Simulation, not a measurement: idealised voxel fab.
You're looking at the process module voxel self aligned contacts.
The cross-section on display is named cut; it measures 180 nm wide, and its cells are 5 nm squares.
Cross-section spec: square-cell grid; bands listed top down; each band is one or more rows.
Read a band's entry like this: the first values are the height of its top and the height of its bottom in nm, and what follows is the sequence of materials from left to right, each with its width in nm. Note that "empty" is empty space, and that a single material marked "throughout" reaches across the band from edge to edge.
Basically, 0 is our baseline, since under it the wafer straight out of the box is all one material. The bottom band has no lower end and keeps on going down, so it looks like "from 0 down".
With a width like "30->40", each row of cells in the band differs from the next by the same amount, the top row carrying the first number and the bottom row the second.
"nothing got changed" after a step means that no cell of the cross-section changed.
Basically, "Enclosed void entries" tells you about the enclosed voids: empty spaces with no open way to the top, 8 cells or bigger, each written width x height at distance, where distance is from the left edge, all in nm.
Heads up: the bit after the settings on a step's line is the simulator's remark on that step.
Among the settings permitted on a step's line is "overlay nm"; applied to a step with a mask, it specifies the extent to which the mask lay to the right of its planned position, whereas a negative figure signifies a position to the left.

Set out below are the planned steps of the process:
| 1 | RECEIVE [material Si] |
| 2 | CONFORMAL_DEP [material SiO2] [thk nm 5] |
| 3 | DIRECTIONAL_DEP [material polySi] [thk nm 25] |
| 4 | DIRECTIONAL_DEP [material SiN] [thk nm 20] |
| 5 | PATTERN [tone cover] [mask id GATE] [material resist] [width nm 35] [pitch nm 70] [thk nm 15] [overlay nm 0] |
| 6 | DIRECTIONAL_ETCH [etch materials SiN] [depth nm 20] |
| 7 | DIRECTIONAL_ETCH [etch materials polySi] [depth nm 25] |
| 8 | STRIP [etch materials resist] |
| 9 | CONFORMAL_DEP [material SiN] [thk nm 5] |
| 10 | DIRECTIONAL_ETCH [etch materials SiN] [depth nm 5] |
| 11 | FILL_DEP [material SiO2] [thk nm 15] |
| 12 | CMP [height nm 60] |
| 13 | MASKED_ETCH [tone open] [mask id CONTACT] [width nm 55] [etch materials SiO2] [depth nm 60] [overlay nm 0] |
| 14 | CONFORMAL_DEP [material TiN] [thk nm 5] |
| 15 | FILL_DEP [material W] [thk nm 5] |
| 16 | CMP [height nm 60] |
| 17 | CONFORMAL_DEP [material SiN] [thk nm 5] |
varied across the wafers: thk nm of step 9. The plan shows the first wafer's value. All wafers start alike

Incoming state of the first of several wafers in cross-section: after step 1:
from 0 down | Si throughout
Enclosed void entries: none

Tabulated below, wafer by wafer, are the end-of-module results: for each material, the number of cells gained (+) or lost (-) relative to the as-received state, followed by the closed voids:
thk nm 5, +128 SiN, +198 SiO2, +33 TiN, +39 W, +70 polySi, Enclosed void entries: none
thk nm 10, +200 SiN, +160 SiO2, +29 TiN, +9 W, +70 polySi, Enclosed void entries: none
thk nm 15, +272 SiN, +117 SiO2, +9 TiN, +70 polySi, Enclosed void entries: none
thk nm 20, +306 SiN, +92 SiO2, +70 polySi, Enclosed void entries: none
